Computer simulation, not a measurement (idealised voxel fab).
Process module in this document: voxel plated lines
Square cell edge 5 nm, section width 240 nm, ID cut.
Notation: cross-section as square-cell grid; stated in bands, top first, going down; one or more cell rows per band. Band: top height; bottom height; in nm. Then, left to right: material with width in nm, for each material. "throughout": a single material spanning edge to edge. "air": empty space. Ref level 0: as-received wafer is one material below here. Bottom band extends down with no lower bound ("from 0 down"). Width spec "30 to 40" -> top row of cells at first value, bottom row at second value, equal per-row change in between. Step note "all unchanged" = no cross-section cell changed. Reported under the label "Closed cavities" are the empty spaces having no open way to the top and comprising 8 cells or more; the notation for each is width x height at distance, in which the distance is measured from the left edge and all three values are in nm. after a step's settings: what the simulator itself notes on the step. When a step includes a mask, the "overlay nm" setting on its line states how far to the right of its planned place that mask lay, and negative values state how far to the left.

Steps planned for the process
1: RECEIVE with material Si
2: CONFORMAL_DEP with material SiO2, thk nm 5
3: DIRECTIONAL_DEP with material TiN, thk nm 5
4: PATTERN with tone open, mask id LINES, material resist, width nm 30, pitch nm 45, thk nm 35, overlay nm 0
5: EPI with material Ru, thk nm 10
6: EPI with material Ru, thk nm 10
7: EPI with material Ru, thk nm 10
8: STRIP with etch materials resist
9: DIRECTIONAL_ETCH with etch materials TiN, depth nm 5
10: CONFORMAL_DEP with material SiCN, thk nm 5
Variable across wafers: step 2 thk nm (plan value is that of the first wafer; starting state common to all).

Cross-section, first of several wafers, as delivered after step 1
from 0 down | Si throughout
Closed cavities: none

Wafer rows, end of module: cells per material gained (+) or lost (-) since receipt; closed voids last
thk nm 5; +108 Ru; +90 SiCN; +48 SiO2; +18 TiN; Closed cavities: none
thk nm 10; +108 Ru; +90 SiCN; +96 SiO2; +18 TiN; Closed cavities: none
thk nm 15; +108 Ru; +90 SiCN; +144 SiO2; +18 TiN; Closed cavities: none
thk nm 20; +108 Ru; +90 SiCN; +192 SiO2; +18 TiN; Closed cavities: none
